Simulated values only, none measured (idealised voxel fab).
Module name: voxel fin reveal (process module)
Square cell edge 5 nm, section width 270 nm, ID cut.
Bands, listed from the top down, are how a cross-section gets written in this document; the cross-section itself is a grid of square cells, and a band is one or more rows of them. This entry defines a band. It first specifies the height of the band's top and the height of its bottom in nm, and then specifies the band's materials from left to right, stating each material with its width in nm. The word "throughout" identifies a single material that fills the band from edge to edge, while the word "air" identifies empty space. It should be noted that heights are counted from 0, beneath which the wafer as supplied is of one material throughout, and that the lowest band possesses no lower boundary but continues downward, as written in "0 and below". It should be noted that a width expressed as "30 to 40" varies in equal increments from row to row of cells within the band, taking the value of the first number at the top row and that of the second number at the bottom row. It should be understood that the words "remained the same", when stated for a given step, signify that the cross-section underwent no change in any of its cells during that step. Look at "Closed internal voids" for the closed voids: empty spaces with no open path to the top, sized 8 cells or up. Each is width x height at distance, distance from the left edge, all nm. It should be noted that, on the line of a given step, the content following the step's settings is a remark produced by the simulator itself with respect to that step. Regarding "overlay nm": on a step with a mask, it is the distance the mask lay to the right of its planned place; a negative value places it to the left.
**The steps planned for the process are as follows**
step 1: RECEIVE,material Si
step 2: CONFORMAL_DEP,material SiN,thk nm 10
step 3: PATTERN,tone cover,mask id FINS,material resist,width nm 15,pitch nm 45,thk nm 20,overlay nm 0
step 4: DIRECTIONAL_ETCH,etch materials SiN,depth nm 10
step 5: DIRECTIONAL_ETCH,etch materials Si,depth nm 40
step 6: STRIP,etch materials resist
step 7: OXIDIZE,depth nm 5
step 8: FILL_DEP,material SiO2,thk nm 15
step 9: CMP,height nm 10
step 10: SELECTIVE_ETCH,etch materials SiO2,depth nm 40
step 11: STRIP,etch materials SiN
step 12: CONFORMAL_DEP,material SiO2,thk nm 5
**First of two wafers: run as planned**
**Step 1 complete: cross-section of the wafer as received**
0 and below: Si throughout
Closed internal voids: none
**You're looking at a cross-section of the wafer after step 2**
10 down to 0: SiN throughout
Note: structure below 0 unchanged.
**You're looking at a cross-section of the wafer after step 3**
30 down to 10: 105 nm air | 15 nm resist | 30 nm air | 15 nm resist | 105 nm air
Note: structure below 10 unchanged.
**You're looking at a cross-section of the wafer after step 4**
30 down to 10: 105 nm air | 15 nm resist | 30 nm air | 15 nm resist | 105 nm air
10 down to 0: 105 nm air | 15 nm SiN | 30 nm air | 15 nm SiN | 105 nm air
Note: structure below 0 unchanged.
**You're looking at a cross-section of the wafer after step 5**
30 down to 10: 105 nm air | 15 nm resist | 30 nm air | 15 nm resist | 105 nm air
10 down to 0: 105 nm air | 15 nm SiN | 30 nm air | 15 nm SiN | 105 nm air
0 down to -40: 105 nm air | 15 nm Si | 30 nm air | 15 nm Si | 105 nm air
Note: structure below -40 unchanged.
**You're looking at a cross-section of the wafer after step 6**
10 down to 0: 105 nm air | 15 nm SiN | 30 nm air | 15 nm SiN | 105 nm air
Note: structure below 0 unchanged.
**You're looking at a cross-section of the wafer after step 7**
10 down to 0: 105 nm air | 15 nm SiN | 30 nm air | 15 nm SiN | 105 nm air
0 down to -40: 105 nm air | 5 nm SiO2 | 5 nm Si | 5 nm SiO2 | 30 nm air | 5 nm SiO2 | 5 nm Si | 5 nm SiO2 | 105 nm air
-40 down to -45: 110 nm SiO2 | 5 nm Si | 40 nm SiO2 | 5 nm Si | 110 nm SiO2
Note: structure below -45 unchanged.
**You're looking at a cross-section of the wafer after step 8**
25 down to 10: SiO2 throughout
10 down to 0: 105 nm SiO2 | 15 nm SiN | 30 nm SiO2 | 15 nm SiN | 105 nm SiO2
0 down to -45: 110 nm SiO2 | 5 nm Si | 40 nm SiO2 | 5 nm Si | 110 nm SiO2
Note: structure below -45 unchanged.
**You're looking at a cross-section of the wafer after step 9**
10 down to 0: 105 nm SiO2 | 15 nm SiN | 30 nm SiO2 | 15 nm SiN | 105 nm SiO2
Note: structure below 0 unchanged.
**You're looking at a cross-section of the wafer after step 10**
10 down to 0: 105 nm air | 15 nm SiN | 30 nm air | 15 nm SiN | 105 nm air
0 down to -30: 110 nm air | 5 nm Si | 40 nm air | 5 nm Si | 110 nm air
Note: structure below -30 unchanged.
**You're looking at a cross-section of the wafer after step 11**
0 down to -30: 110 nm air | 5 nm Si | 40 nm air | 5 nm Si | 110 nm air
Note: structure below -30 unchanged.
**You're looking at a cross-section of the wafer after step 12**
5 down to 0: 105 nm air | 15 nm SiO2 | 30 nm air | 15 nm SiO2 | 105 nm air
0 down to -25: 105 nm air | 5 nm SiO2 | 5 nm Si | 5 nm SiO2 | 30 nm air | 5 nm SiO2 | 5 nm Si | 5 nm SiO2 | 105 nm air
-25 down to -45: 110 nm SiO2 | 5 nm Si | 40 nm SiO2 | 5 nm Si | 110 nm SiO2
Note: structure below -45 unchanged.
**What follows concerns the second wafer, which started out like the first and was meant to follow the very same plan; one mistake crept in when it was run, but everything up to and including step 8 is the same as for the first wafer**
Second wafer shown in cross-section at the time step 9 was slated to end: remained the same
**Second wafer shown in cross-section at the time step 10 was slated to end**
10 down to 0: 105 nm air | 15 nm SiN | 30 nm air | 15 nm SiN | 105 nm air
0 down to -15: 110 nm air | 5 nm Si | 40 nm air | 5 nm Si | 110 nm air
Note: structure below -15 unchanged.
**Second wafer shown in cross-section at the time step 11 was slated to end**
0 down to -15: 110 nm air | 5 nm Si | 40 nm air | 5 nm Si | 110 nm air
Note: structure below -15 unchanged.
**Second wafer shown in cross-section at the time step 12 was slated to end**
5 down to 0: 105 nm air | 15 nm SiO2 | 30 nm air | 15 nm SiO2 | 105 nm air
0 down to -10: 105 nm air | 5 nm SiO2 | 5 nm Si | 5 nm SiO2 | 30 nm air | 5 nm SiO2 | 5 nm Si | 5 nm SiO2 | 105 nm air
-10 down to -45: 110 nm SiO2 | 5 nm Si | 40 nm SiO2 | 5 nm Si | 110 nm SiO2
Note: structure below -45 unchanged.
Against the plan, the run slipped here: plan step 9 never ran because it was skipped
Final difference in cells, second wafer against first, listed per material as more or fewer: SiO2: 144 more
